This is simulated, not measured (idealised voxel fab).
The following process module bears the name voxel air gaps.
Section cut is 300 nm wide and gridded with 5 nm square cells.
For the purposes of this document, a cross-section shall be understood as a grid of square cells, specified as bands listed in top-to-bottom order, each band consisting of one or more rows of cells.
Per band: top height and bottom height in nm, followed by the left-to-right materials and their widths in nm; "edge to edge" marks a single material spanning edge to edge, "empty" marks empty space.
Counting heights begins at 0, where everything beneath is, in the wafer as received, one material. The lowest band has no bottom; it goes on downwards, as "z 0 and below" shows.
Note: "30 to 40" means the width goes from the first number (top row of the band) to the second number (bottom row) in equal steps per row of cells.
"no change" for a step: no cell of the cross-section changed in that step.
"Sealed voids": empty spaces of 8 cells or more with no open way to the top, each given as width x height at distance, distance from the left edge, all in nm.
The remark found on a step's line after its settings is issued by the simulator itself and pertains to that step.
overlay nm: for a step with a mask, the amount by which the mask lay right of where it was planned; a negative amount means left of it.

### These are the steps we planned for the process
1 RECEIVE, material Si
2 CONFORMAL_DEP, material SiO2, thk nm 10
3 CONFORMAL_DEP, material SiN, thk nm 5
4 DIRECTIONAL_DEP, material SiO2, thk nm 35
5 MASKED_ETCH, tone open, mask id LINES, width nm 15, pitch nm 40, etch materials SiO2, depth nm 35, overlay nm 0
6 CONFORMAL_DEP, material TiN, thk nm 5
7 FILL_DEP, material W, thk nm 10
8 CMP, height nm 50
9 EPI, material Ru, thk nm 10
10 SELECTIVE_ETCH, etch materials SiO2, depth nm 45
11 CONFORMAL_DEP, material SiCN, thk nm 5

### first wafer, as planned

### So this is the incoming wafer in cross-section - it's already been through step 1
> z 0 and below: Si edge to edge
> Sealed voids: none

### State of the wafer after step 2, shown in cross-section
> z 10 to 0: SiO2 edge to edge
> Nothing below the height 0 has changed.

### State of the wafer after step 3, shown in cross-section
> z 15 to 10: SiN edge to edge
> Nothing below the height 10 has changed.

### State of the wafer after step 4, shown in cross-section
> z 50 to 15: SiO2 edge to edge
> Nothing below the height 15 has changed.

### State of the wafer after step 5, shown in cross-section
> z 50 to 15: SiO2 80 nm | empty 15 nm | SiO2 25 nm | empty 15 nm | SiO2 25 nm | empty 15 nm | SiO2 25 nm | empty 15 nm | SiO2 85 nm
> Nothing below the height 15 has changed.

### State of the wafer after step 6, shown in cross-section
> z 55 to 50: TiN 85 nm | empty 5 nm | TiN 35 nm | empty 5 nm | TiN 35 nm | empty 5 nm | TiN 35 nm | empty 5 nm | TiN 90 nm
> z 50 to 20: SiO2 80 nm | TiN 5 nm | empty 5 nm | TiN 5 nm | SiO2 25 nm | TiN 5 nm | empty 5 nm | TiN 5 nm | SiO2 25 nm | TiN 5 nm | empty 5 nm | TiN 5 nm | SiO2 25 nm | TiN 5 nm | empty 5 nm | TiN 5 nm | SiO2 85 nm
> z 20 to 15: SiO2 80 nm | TiN 15 nm | SiO2 25 nm | TiN 15 nm | SiO2 25 nm | TiN 15 nm | SiO2 25 nm | TiN 15 nm | SiO2 85 nm
> Nothing below the height 15 has changed.

### State of the wafer after step 7, shown in cross-section
> z 65 to 55: W edge to edge
> z 55 to 50: TiN 85 nm | W 5 nm | TiN 35 nm | W 5 nm | TiN 35 nm | W 5 nm | TiN 35 nm | W 5 nm | TiN 90 nm
> z 50 to 20: SiO2 80 nm | TiN 5 nm | W 5 nm | TiN 5 nm | SiO2 25 nm | TiN 5 nm | W 5 nm | TiN 5 nm | SiO2 25 nm | TiN 5 nm | W 5 nm | TiN 5 nm | SiO2 25 nm | TiN 5 nm | W 5 nm | TiN 5 nm | SiO2 85 nm
> Nothing below the height 20 has changed.

### State of the wafer after step 8, shown in cross-section
> z 50 to 20: SiO2 80 nm | TiN 5 nm | W 5 nm | TiN 5 nm | SiO2 25 nm | TiN 5 nm | W 5 nm | TiN 5 nm | SiO2 25 nm | TiN 5 nm | W 5 nm | TiN 5 nm | SiO2 25 nm | TiN 5 nm | W 5 nm | TiN 5 nm | SiO2 85 nm
> Nothing below the height 20 has changed.

### State of the wafer after step 9, shown in cross-section
> z 60 to 50: empty 70 nm | Ru 35 nm | empty 5 nm | Ru 35 nm | empty 5 nm | Ru 35 nm | empty 5 nm | Ru 35 nm | empty 75 nm
> Nothing below the height 50 has changed.

### State of the wafer after step 10, shown in cross-section
> z 60 to 50: empty 70 nm | Ru 35 nm | empty 5 nm | Ru 35 nm | empty 5 nm | Ru 35 nm | empty 5 nm | Ru 35 nm | empty 75 nm
> z 50 to 20: empty 80 nm | TiN 5 nm | W 5 nm | TiN 5 nm | empty 25 nm | TiN 5 nm | W 5 nm | TiN 5 nm | empty 25 nm | TiN 5 nm | W 5 nm | TiN 5 nm | empty 25 nm | TiN 5 nm | W 5 nm | TiN 5 nm | empty 85 nm
> z 20 to 15: empty 80 nm | TiN 15 nm | empty 25 nm | TiN 15 nm | empty 25 nm | TiN 15 nm | empty 25 nm | TiN 15 nm | empty 85 nm
> Nothing below the height 15 has changed.

### State of the wafer after step 11, shown in cross-section
> z 65 to 60: empty 65 nm | SiCN 165 nm | empty 70 nm
> z 60 to 50: empty 65 nm | SiCN 5 nm | Ru 35 nm | SiCN 5 nm | Ru 35 nm | SiCN 5 nm | Ru 35 nm | SiCN 5 nm | Ru 35 nm | SiCN 5 nm | empty 70 nm
> z 50 to 45: empty 65 nm | SiCN 15 nm | TiN 5 nm | W 5 nm | TiN 5 nm | SiCN 25 nm | TiN 5 nm | W 5 nm | TiN 5 nm | SiCN 25 nm | TiN 5 nm | W 5 nm | TiN 5 nm | SiCN 25 nm | TiN 5 nm | W 5 nm | TiN 5 nm | SiCN 15 nm | empty 70 nm
> z 45 to 20: empty 75 nm | SiCN 5 nm | TiN 5 nm | W 5 nm | TiN 5 nm | SiCN 5 nm | empty 15 nm | SiCN 5 nm | TiN 5 nm | W 5 nm | TiN 5 nm | SiCN 5 nm | empty 15 nm | SiCN 5 nm | TiN 5 nm | W 5 nm | TiN 5 nm | SiCN 5 nm | empty 15 nm | SiCN 5 nm | TiN 5 nm | W 5 nm | TiN 5 nm | SiCN 5 nm | empty 80 nm
> z 20 to 15: SiCN 80 nm | TiN 15 nm | SiCN 25 nm | TiN 15 nm | SiCN 25 nm | TiN 15 nm | SiCN 25 nm | TiN 15 nm | SiCN 85 nm
> Nothing below the height 15 has changed.
> Sealed voids: 15 x 25 at 100; 15 x 25 at 140; 15 x 25 at 180

### Notes, second wafer: start = first wafer's, plan = first wafer's, execution had one mistake; history identical to first through step 8

### Cross-section of the second wafer at the time by which step 9 should have been completed according to the plan
> z 70 to 50: empty 60 nm | Ru 175 nm | empty 65 nm
> Nothing below the height 50 has changed.

### Cross-section of the second wafer at the time by which step 10 should have been completed according to the plan
> z 70 to 50: empty 60 nm | Ru 175 nm | empty 65 nm
> z 50 to 20: empty 80 nm | TiN 5 nm | W 5 nm | TiN 5 nm | SiO2 25 nm | TiN 5 nm | W 5 nm | TiN 5 nm | SiO2 25 nm | TiN 5 nm | W 5 nm | TiN 5 nm | SiO2 25 nm | TiN 5 nm | W 5 nm | TiN 5 nm | empty 85 nm
> z 20 to 15: empty 80 nm | TiN 15 nm | SiO2 25 nm | TiN 15 nm | SiO2 25 nm | TiN 15 nm | SiO2 25 nm | TiN 15 nm | empty 85 nm
> Nothing below the height 15 has changed.

### Cross-section of the second wafer at the time by which step 11 should have been completed according to the plan
> z 75 to 70: empty 55 nm | SiCN 185 nm | empty 60 nm
> z 70 to 50: empty 55 nm | SiCN 5 nm | Ru 175 nm | SiCN 5 nm | empty 60 nm
> z 50 to 45: empty 55 nm | SiCN 25 nm | TiN 5 nm | W 5 nm | TiN 5 nm | SiO2 25 nm | TiN 5 nm | W 5 nm | TiN 5 nm | SiO2 25 nm | TiN 5 nm | W 5 nm | TiN 5 nm | SiO2 25 nm | TiN 5 nm | W 5 nm | TiN 5 nm | SiCN 25 nm | empty 60 nm
> z 45 to 20: empty 75 nm | SiCN 5 nm | TiN 5 nm | W 5 nm | TiN 5 nm | SiO2 25 nm | TiN 5 nm | W 5 nm | TiN 5 nm | SiO2 25 nm | TiN 5 nm | W 5 nm | TiN 5 nm | SiO2 25 nm | TiN 5 nm | W 5 nm | TiN 5 nm | SiCN 5 nm | empty 80 nm
> z 20 to 15: SiCN 80 nm | TiN 15 nm | SiO2 25 nm | TiN 15 nm | SiO2 25 nm | TiN 15 nm | SiO2 25 nm | TiN 15 nm | SiCN 85 nm
> Nothing below the height 15 has changed.
Run error: step 9 of the plan was twice carried out
Final difference in cells, second wafer against first, listed per material as more or fewer: Ru +84 | SiCN -54 | SiO2 +105
Heads up: the first wafer ends with 3 closed voids, the second with 0.
